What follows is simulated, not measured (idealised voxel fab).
You're looking at the process module voxel wiring stack.
250 nm wide, 5 nm square cells: that's cross-section cut.
Bands, listed from the top down, are how a cross-section gets written in this document; the cross-section itself is a grid of square cells, and a band is one or more rows of them.
What a band's entry tells you: where the top is and where the bottom is, as heights in nm, and after that what lies inside, material by material from left to right, each with its width in nm. Empty space is written as the word "blank", and a single material marked with the word "all across" occupies the band from edge to edge.
Where do heights start? At 0: under that level the wafer as delivered is made of one material only. And the lowest band has no floor; it just carries on downward, as in "from 0 down".
You'd read "30..40" like this: the band's top row of cells is as wide as the first number, its bottom row is as wide as the second, and going down, every row changes width by the same amount as the row before did.
"nothing got changed" for a step: no cell of the cross-section changed in that step.
Closed-off voids of 8+ cells (no open route to the top) go in "Fully closed voids", written width x height at distance from the left edge, in nm.
If you see something after the settings on a step's line, that's the simulator's own remark about that step.
The setting "overlay nm" may be written on the line of a step. When the step uses a mask, the value reports how far to the right of the planned place the mask lay, and a negative value reports that it lay to the left.
THE PROCESS STEPS THAT WERE PLANNED ARE LISTED BELOW
| 1 | RECEIVE, material Si |
| 2 | CONFORMAL_DEP, material SiO2, thk nm 15 |
| 3 | CONFORMAL_DEP, material SiN, thk nm 5 |
| 4 | DIRECTIONAL_DEP, material lowk, thk nm 25 |
| 5 | MASKED_ETCH, tone open, mask id METAL_1, width nm 30, pitch nm 50, etch materials lowk, depth nm 25, overlay nm 0 |
| 6 | MASKED_ETCH, tone open, mask id METAL_1, width nm 30, pitch nm 50, etch materials SiN, depth nm 5, overlay nm 0 |
| 7 | CONFORMAL_DEP, material TiN, thk nm 5 |
| 8 | FILL_DEP, material Cu, thk nm 10 |
| 9 | CMP, height nm 45 |
| 10 | CONFORMAL_DEP, material SiCN, thk nm 5 |
| 11 | DIRECTIONAL_DEP, material lowk, thk nm 15 |
| 12 | DIRECTIONAL_DEP, material aC, thk nm 15 |
| 13 | PATTERN, tone open, mask id PLUG_1, material resist, width nm 15, pitch nm 50, thk nm 30, overlay nm 0 |
| 14 | DIRECTIONAL_ETCH, etch materials aC, depth nm 15 |
| 15 | STRIP, etch materials resist |
| 16 | DIRECTIONAL_ETCH, etch materials lowk, depth nm 15 |
| 17 | DIRECTIONAL_ETCH, etch materials SiCN, depth nm 5 |
| 18 | STRIP, etch materials aC |
| 19 | CONFORMAL_DEP, material TiN, thk nm 5 |
| 20 | FILL_DEP, material W, thk nm 10 |
| 21 | CMP, height nm 65 |
| 22 | CONFORMAL_DEP, material SiCN, thk nm 5 |
| 23 | DIRECTIONAL_DEP, material SiO2, thk nm 20 |
| 24 | DIRECTIONAL_DEP, material aC, thk nm 15 |
| 25 | PATTERN, tone open, mask id METAL_2, material resist, width nm 30, pitch nm 50, thk nm 35, overlay nm 0 |
| 26 | DIRECTIONAL_ETCH, etch materials aC, depth nm 15 |
| 27 | STRIP, etch materials resist |
| 28 | DIRECTIONAL_ETCH, etch materials SiO2, depth nm 20 |
| 29 | DIRECTIONAL_ETCH, etch materials SiCN, depth nm 5 |
| 30 | STRIP, etch materials aC |
| 31 | CONFORMAL_DEP, material TiN, thk nm 5 |
| 32 | FILL_DEP, material Cu, thk nm 5 |
| 33 | CMP, height nm 90 |
| 34 | CONFORMAL_DEP, material SiCN, thk nm 5 |
| 35 | DIRECTIONAL_DEP, material lowk, thk nm 10 |
| 36 | DIRECTIONAL_DEP, material aC, thk nm 10 |
| 37 | PATTERN, tone open, mask id PLUG_2, material resist, width nm 15, pitch nm 50, thk nm 25, overlay nm 0 |
| 38 | DIRECTIONAL_ETCH, etch materials aC, depth nm 10 |
| 39 | STRIP, etch materials resist |
| 40 | DIRECTIONAL_ETCH, etch materials lowk, depth nm 10 |
| 41 | DIRECTIONAL_ETCH, etch materials SiCN, depth nm 5 |
| 42 | STRIP, etch materials aC |
| 43 | EPI, material Ru, thk nm 10 |
| 44 | EPI, material Ru, thk nm 5 |
| 45 | CONFORMAL_DEP, material SiN, thk nm 5 |
| 46 | DIRECTIONAL_DEP, material SiO2, thk nm 15 |
| 47 | DIRECTIONAL_DEP, material aC, thk nm 15 |
| 48 | PATTERN, tone open, mask id METAL_3, material resist, width nm 30, pitch nm 50, thk nm 35, overlay nm 0 |
| 49 | DIRECTIONAL_ETCH, etch materials aC, depth nm 15 |
| 50 | STRIP, etch materials resist |
| 51 | DIRECTIONAL_ETCH, etch materials SiO2, depth nm 15 |
| 52 | DIRECTIONAL_ETCH, etch materials SiN, depth nm 5 |
| 53 | STRIP, etch materials aC |
| 54 | CONFORMAL_DEP, material TiN, thk nm 5 |
| 55 | FILL_DEP, material Cu, thk nm 5 |
| 56 | CMP, height nm 125 |
| 57 | EPI, material Ru, thk nm 5 |
| 58 | FILL_DEP, material SiCN, thk nm 5 |
CROSS-SECTION, INCOMING MATERIAL, AFTER STEP 1
    from 0 down  Si all across
    Fully closed voids: none
LOOKING AT THE FIRST OF TWO WAFERS IN CROSS-SECTION AT END OF MODULE - RAN TO PLAN
    from 135 to 130  SiCN all across
    from 130 to 125  SiCN: 30 / Ru: 40 / SiCN: 10 / Ru: 40 / SiCN: 10 / Ru: 40 / SiCN: 10 / Ru: 40 / SiCN: 30
    from 125 to 110  SiO2: 35 / TiN: 5 / Cu: 20 / TiN: 5 / SiO2: 20 / TiN: 5 / Cu: 20 / TiN: 5 / SiO2: 20 / TiN: 5 / Cu: 20 / TiN: 5 / SiO2: 20 / TiN: 5 / Cu: 20 / TiN: 5 / SiO2: 35
    from 110 to 105  SiN: 35 / TiN: 30 / SiN: 20 / TiN: 30 / SiN: 20 / TiN: 30 / SiN: 20 / TiN: 30 / SiN: 35
    from 105 to 95  lowk: 35 / Ru: 15 / lowk: 35 / Ru: 15 / lowk: 35 / Ru: 15 / lowk: 35 / Ru: 15 / lowk: 50
    from 95 to 90  SiCN: 35 / Ru: 15 / SiCN: 35 / Ru: 15 / SiCN: 35 / Ru: 15 / SiCN: 35 / Ru: 15 / SiCN: 50
    from 90 to 70  SiO2: 35 / TiN: 5 / Cu: 20 / TiN: 5 / SiO2: 20 / TiN: 5 / Cu: 20 / TiN: 5 / SiO2: 20 / TiN: 5 / Cu: 20 / TiN: 5 / SiO2: 20 / TiN: 5 / Cu: 20 / TiN: 5 / SiO2: 35
    from 70 to 65  SiCN: 35 / TiN: 30 / SiCN: 20 / TiN: 30 / SiCN: 20 / TiN: 30 / SiCN: 20 / TiN: 30 / SiCN: 35
    from 65 to 50  lowk: 35 / TiN: 5 / W: 5 / TiN: 5 / lowk: 35 / TiN: 5 / W: 5 / TiN: 5 / lowk: 35 / TiN: 5 / W: 5 / TiN: 5 / lowk: 35 / TiN: 5 / W: 5 / TiN: 5 / lowk: 50
    from 50 to 45  SiCN: 35 / TiN: 15 / SiCN: 35 / TiN: 15 / SiCN: 35 / TiN: 15 / SiCN: 35 / TiN: 15 / SiCN: 50
    from 45 to 20  lowk: 35 / TiN: 5 / Cu: 20 / TiN: 5 / lowk: 20 / TiN: 5 / Cu: 20 / TiN: 5 / lowk: 20 / TiN: 5 / Cu: 20 / TiN: 5 / lowk: 20 / TiN: 5 / Cu: 20 / TiN: 5 / lowk: 35
    from 20 to 15  SiN: 35 / TiN: 30 / SiN: 20 / TiN: 30 / SiN: 20 / TiN: 30 / SiN: 20 / TiN: 30 / SiN: 35
    from 15 to 0  SiO2 all across
    from 0 down  Si all across
    Fully closed voids: none
THE SECOND WAFER, SHOWN IN CROSS-SECTION AFTER THE MODULE: STARTED THE SAME WAY AS THE FIRST AND GIVEN THE SAME PLAN, YET ONE MISTAKE CREPT INTO HOW IT WAS RUN
    from 135 to 130  SiCN all across
    from 130 to 125  SiCN: 30 / Ru: 40 / SiCN: 10 / Ru: 40 / SiCN: 10 / Ru: 40 / SiCN: 10 / Ru: 40 / SiCN: 30
    from 125 to 110  SiO2: 35 / TiN: 5 / Cu: 20 / TiN: 5 / SiO2: 20 / TiN: 5 / Cu: 20 / TiN: 5 / SiO2: 20 / TiN: 5 / Cu: 20 / TiN: 5 / SiO2: 20 / TiN: 5 / Cu: 20 / TiN: 5 / SiO2: 35
    from 110 to 105  SiN: 35 / TiN: 30 / SiN: 20 / TiN: 30 / SiN: 20 / TiN: 30 / SiN: 20 / TiN: 30 / SiN: 35
    from 105 to 95  lowk: 35 / Ru: 15 / lowk: 35 / Ru: 15 / lowk: 35 / Ru: 15 / lowk: 35 / Ru: 15 / lowk: 50
    from 95 to 90  SiCN: 35 / Ru: 15 / SiCN: 35 / Ru: 15 / SiCN: 35 / Ru: 15 / SiCN: 35 / Ru: 15 / SiCN: 50
    from 90 to 70  SiO2: 35 / TiN: 5 / Cu: 20 / TiN: 5 / SiO2: 20 / TiN: 5 / Cu: 20 / TiN: 5 / SiO2: 20 / TiN: 5 / Cu: 20 / TiN: 5 / SiO2: 20 / TiN: 5 / Cu: 20 / TiN: 5 / SiO2: 35
    from 70 to 60  SiCN: 35 / TiN: 30..15 / SiCN: 20..35 / TiN: 30..15 / SiCN: 20..35 / TiN: 30..15 / SiCN: 20..35 / TiN: 30..15 / SiCN: 35..50
    from 60 to 45  lowk all across
    from 45 to 20  lowk: 35 / TiN: 5 / Cu: 20 / TiN: 5 / lowk: 20 / TiN: 5 / Cu: 20 / TiN: 5 / lowk: 20 / TiN: 5 / Cu: 20 / TiN: 5 / lowk: 20 / TiN: 5 / Cu: 20 / TiN: 5 / lowk: 35
    from 20 to 15  SiN: 35 / TiN: 30 / SiN: 20 / TiN: 30 / SiN: 20 / TiN: 30 / SiN: 20 / TiN: 30 / SiN: 35
    from 15 to 0  SiO2 all across
    from 0 down  Si all across
    Fully closed voids: none
The plan and the run diverged here: a sequencing error occurred in which plan steps 10 and 11 were transposed
It is noted that, at the conclusion of processing, the second wafer exhibits a higher or lower cell count for certain materials relative to the first: -24 TiN, -12 W, +36 lowk
